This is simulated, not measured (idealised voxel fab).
process module | voxel lift off
cross-section cut | 175 nm wide | cells 5 nm
A cross-section is a grid of square cells, given in bands from the top down. A band is one or more rows of cells.
Each band's line starts with the height of the band's top and of its bottom, in nm. Then come its materials from left to right, each with its width in nm. One material with "throughout" fills the band from edge to edge. "air" is empty space.
Height 0 is the level under which the wafer as received is all one material. The lowest band goes on downwards, as in "0 down".
A width such as "30 to 40" changes by the same amount from each row of cells to the next, from the band's top row to its bottom row.
"no change" after a step means that no cell of the cross-section changed.
closed voids: empty space of 8 cells or more with no open way to the top, each as width x height at its distance from the left edge, in nm
after a step's settings: what the simulator itself notes on the step
overlay nm, on a step with a mask: how far to the right of its planned place the mask lay; to the left if negative
plan
1 op RECEIVE | material Si
2 op CONFORMAL_DEP | material SiO2 | thk nm 5
3 op PATTERN | tone open | mask id LINES | material resist | width nm 15 | pitch nm 40 | thk nm 20 | overlay nm 0
4 op DIRECTIONAL_DEP | material Ru | thk nm 5
5 op STRIP | etch materials resist
6 op CONFORMAL_DEP | material SiO2 | thk nm 10
as received, after step 1
  0 down: Si throughout
  closed voids: none
a wafer at the end: this start, this plan, one mistake
  20 to 15: air 5 | SiO2 35 | air 5 | SiO2 35 | air 5 | SiO2 35 | air 5 | SiO2 35 | air 15
  15 to 10: SiO2 throughout
  10 to 5: SiO2 15 | Ru 15 | SiO2 25 | Ru 15 | SiO2 25 | Ru 15 | SiO2 25 | Ru 15 | SiO2 25
  5 to 0: SiO2 throughout
  0 down: Si throughout
  closed voids: none
what went wrong: step 3 ran as: op PATTERN | tone open | mask id LINES | material resist | width nm 15 | pitch nm 40 | thk nm 20 | overlay nm -5
